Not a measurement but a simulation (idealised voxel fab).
This section sets out a process module, namely voxel self aligned vias.
Square cells of 5 nm make up the cross-section cut, whose width is 280 nm.
Just so we're on the same page, the cross-sections are grids of square cells, and they're listed out in bands top to bottom, each band one or more rows deep. Band entry format. Leading values: height of top, height of bottom, nm. Remainder: materials in left-to-right order, each with its width in nm. Special words: "full width" on a single material, which then fills the band edge to edge; "blank", empty space. Heads up on the height convention: 0 is the point under which the incoming wafer is all one material, and the lowest band has no bottom, it just keeps going down, like "0 nm and below". Read "30->40" as a graded width: first number on top, second number at the bottom, same change between each pair of neighbouring rows. What does "nothing changed" mean for a step? It means no cell of the cross-section changed in that step. Voids not open to the top, 8 cells minimum: see "Fully sealed voids". Written width x height at distance; distance is from the left edge; nm. If you see something after the settings on a step's line, that's the simulator's own remark about that step. The optional step-line setting "overlay nm" applies to steps with a mask and quantifies how far to the right of its planned location the mask lay, a negative value indicating leftward placement.
## Process steps foreseen in the plan
- 1: RECEIVE [material Si]
- 2: CONFORMAL_DEP [material SiO2] [thk nm 15]
- 3: CONFORMAL_DEP [material SiCN] [thk nm 5]
- 4: DIRECTIONAL_DEP [material SiO2] [thk nm 30]
- 5: MASKED_ETCH [tone open] [mask id LINES] [width nm 30] [pitch nm 65] [etch materials SiO2] [depth nm 30] [overlay nm 0]
- 6: CONFORMAL_DEP [material TiN] [thk nm 5]
- 7: FILL_DEP [material Ru] [thk nm 5]
- 8: CMP [height nm 50]
- 9: SELECTIVE_ETCH [etch materials W Ru TiN] [depth nm 5]
- 10: FILL_DEP [material SiN] [thk nm 5]
- 11: CMP [height nm 50]
- 12: DIRECTIONAL_DEP [material SiO2] [thk nm 15]
- 13: MASKED_ETCH [tone open] [mask id VIAS] [width nm 40] [pitch nm 130] [etch materials SiO2] [depth nm 15] [overlay nm 0]
- 14: MASKED_ETCH [tone open] [mask id VIAS] [width nm 40] [pitch nm 130] [etch materials SiN] [depth nm 5] [overlay nm 0]
- 15: CONFORMAL_DEP [material TiN] [thk nm 5]
- 16: FILL_DEP [material Ru] [thk nm 5]
- 17: CMP [height nm 65]
- 18: CONFORMAL_DEP [material SiN] [thk nm 5]
## Cross-section, incoming material, after step 1
- 0 nm and below = Si full width
- Fully sealed voids: none
## Post-module cross-section of the first of two wafers (run per plan)
- 70 nm to 65 nm = SiN full width
- 65 nm to 55 nm = SiO2=55  TiN=5  Ru=30  TiN=5  SiO2=90  TiN=5  Ru=30  TiN=5  SiO2=55
- 55 nm to 50 nm = SiO2=55  TiN=10  Ru=20  TiN=10  SiO2=90  TiN=10  Ru=20  TiN=10  SiO2=55
- 50 nm to 45 nm = SiO2=60  TiN=30  SiO2=35  SiN=30  SiO2=35  TiN=30  SiO2=60
- 45 nm to 25 nm = SiO2=60  TiN=5  Ru=20  TiN=5  SiO2=35  TiN=5  Ru=20  TiN=5  SiO2=35  TiN=5  Ru=20  TiN=5  SiO2=60
- 25 nm to 20 nm = SiO2=60  TiN=30  SiO2=35  TiN=30  SiO2=35  TiN=30  SiO2=60
- 20 nm to 15 nm = SiCN full width
- 15 nm to 0 nm = SiO2 full width
- 0 nm and below = Si full width
- Fully sealed voids: none
## Same start, same plan as the first wafer - but one mistake in the run. Cross-section of the second of the two at the end of the module
- 70 nm to 65 nm = SiN full width
- 65 nm to 60 nm = TiN=60  Ru=30  TiN=100  Ru=30  TiN=60
- 60 nm to 50 nm = SiO2=55  TiN=5  Ru=30  TiN=5  SiO2=90  TiN=5  Ru=30  TiN=5  SiO2=55
- 50 nm to 45 nm = SiO2=55  TiN=40  SiO2=90  TiN=40  SiO2=55
- 45 nm to 25 nm = SiO2=60  TiN=5  Ru=20  TiN=5  SiO2=35  TiN=5  Ru=20  TiN=5  SiO2=35  TiN=5  Ru=20  TiN=5  SiO2=60
- 25 nm to 20 nm = SiO2=60  TiN=30  SiO2=35  TiN=30  SiO2=35  TiN=30  SiO2=60
- 20 nm to 15 nm = SiCN full width
- 15 nm to 0 nm = SiO2 full width
- 0 nm and below = Si full width
- Fully sealed voids: none
It is concluded that the wafer was processed incorrectly with respect to the plan, in that off-plan run, step 11, actual operation and settings CMP [height nm 45]
Final comparison by cell count, materials where the second wafer has more or fewer than the first: 4 more of Ru, 6 fewer of SiN, 38 fewer of SiO2, 40 more of TiN
